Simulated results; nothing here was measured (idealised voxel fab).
The document below concerns the process module designated voxel self aligned contacts.
Shown is cross-section cut, with a width of 280 nm and square cells of size 5 nm.
Square cells in a grid make up a cross-section in this document, and the grid is given as bands, listed from the top down, each one or more rows of cells.
First you get the band's top height and its bottom height, in nm, and then the materials it's made of, left to right, with each width in nm. If you see a single material with "throughout", that one covers the band edge to edge. "blank" is empty space.
The level at which height equals 0 is the one under which the wafer, as it arrives, is entirely one material. No lower edge exists for the bottom band, which continues downward and is notated as in "top 0, no bottom".
Width spec "30->40" -> top row of cells at first value, bottom row at second value, equal per-row change in between.
Step marked "stayed the same"? Then no cell in the cross-section changed in it.
Closed-off voids of 8+ cells (no open route to the top) go in "Tabulated closed voids", written width x height at distance from the left edge, in nm.
It should be noted that, on the line of a given step, the content following the step's settings is a remark produced by the simulator itself with respect to that step.
Each step line may optionally specify "overlay nm", which for a step with a mask gives the rightward distance between the mask's planned place and where it lay, a negative value indicating the leftward direction.

Planned step list for the process
step 1: RECEIVE, material Si
step 2: CONFORMAL_DEP, material SiO2, thk nm 5
step 3: DIRECTIONAL_DEP, material polySi, thk nm 25
step 4: DIRECTIONAL_DEP, material SiN, thk nm 20
step 5: DIRECTIONAL_DEP, material aC, thk nm 10
step 6: PATTERN, tone cover, mask id GATE, material resist, width nm 35, pitch nm 70, thk nm 25, overlay nm 0
step 7: DIRECTIONAL_ETCH, etch materials aC, depth nm 10
step 8: STRIP, etch materials resist
step 9: DIRECTIONAL_ETCH, etch materials SiN, depth nm 20
step 10: DIRECTIONAL_ETCH, etch materials polySi, depth nm 25
step 11: STRIP, etch materials aC
step 12: CONFORMAL_DEP, material SiN, thk nm 5
step 13: DIRECTIONAL_ETCH, etch materials SiN, depth nm 5
step 14: FILL_DEP, material SiO2, thk nm 10
step 15: CMP, height nm 55
step 16: DIRECTIONAL_DEP, material aC, thk nm 10
step 17: PATTERN, tone open, mask id CONTACT, material resist, width nm 55, pitch nm 70, thk nm 25, overlay nm 0
step 18: DIRECTIONAL_ETCH, etch materials aC, depth nm 10
step 19: STRIP, etch materials resist
step 20: DIRECTIONAL_ETCH, etch materials SiO2, depth nm 55
step 21: STRIP, etch materials aC
step 22: CONFORMAL_DEP, material TiN, thk nm 5
step 23: FILL_DEP, material Ru, thk nm 10
step 24: CMP, height nm 55
step 25: CONFORMAL_DEP, material SiN, thk nm 5

As-received state of the wafer in cross-section, equivalent to post-step 1
	top 0, no bottom = Si throughout
	Tabulated closed voids: none

Cross-section, end of module. Start: as above. Plan: as above. Execution: one mistake
	top 60, bottom 55 = SiN throughout
	top 55, bottom 50 = 75 of SiO2, then 15 of TiN, then 15 of Ru, then 25 of TiN, then 15 of SiO2, then 15 of TiN, then 15 of Ru, then 25 of TiN, then 80 of SiO2
	top 50, bottom 30 = 40 of SiO2, then 45 of SiN, then 5 of TiN, then 15 of Ru, then 5 of TiN, then 45 of SiN, then 5 of TiN, then 15 of Ru, then 5 of TiN, then 45 of SiN, then 55 of SiO2
	top 30, bottom 5 = 40 of SiO2, then 5 of SiN, then 35 of polySi, then 5 of SiN, then 5 of TiN, then 15 of Ru, then 5 of TiN, then 5 of SiN, then 35 of polySi, then 5 of SiN, then 5 of TiN, then 15 of Ru, then 5 of TiN, then 5 of SiN, then 35 of polySi, then 5 of SiN, then 55 of SiO2
	top 5, bottom 0 = 85 of SiO2, then 25 of TiN, then 45 of SiO2, then 25 of TiN, then 100 of SiO2
	top 0, no bottom = Si throughout
	Tabulated closed voids: none
What broke from the plan during processing? step 6 changed vs plan, executed as PATTERN, tone cover, mask id GATE, material resist, width nm 35, pitch nm 70, thk nm 25, overlay nm -5
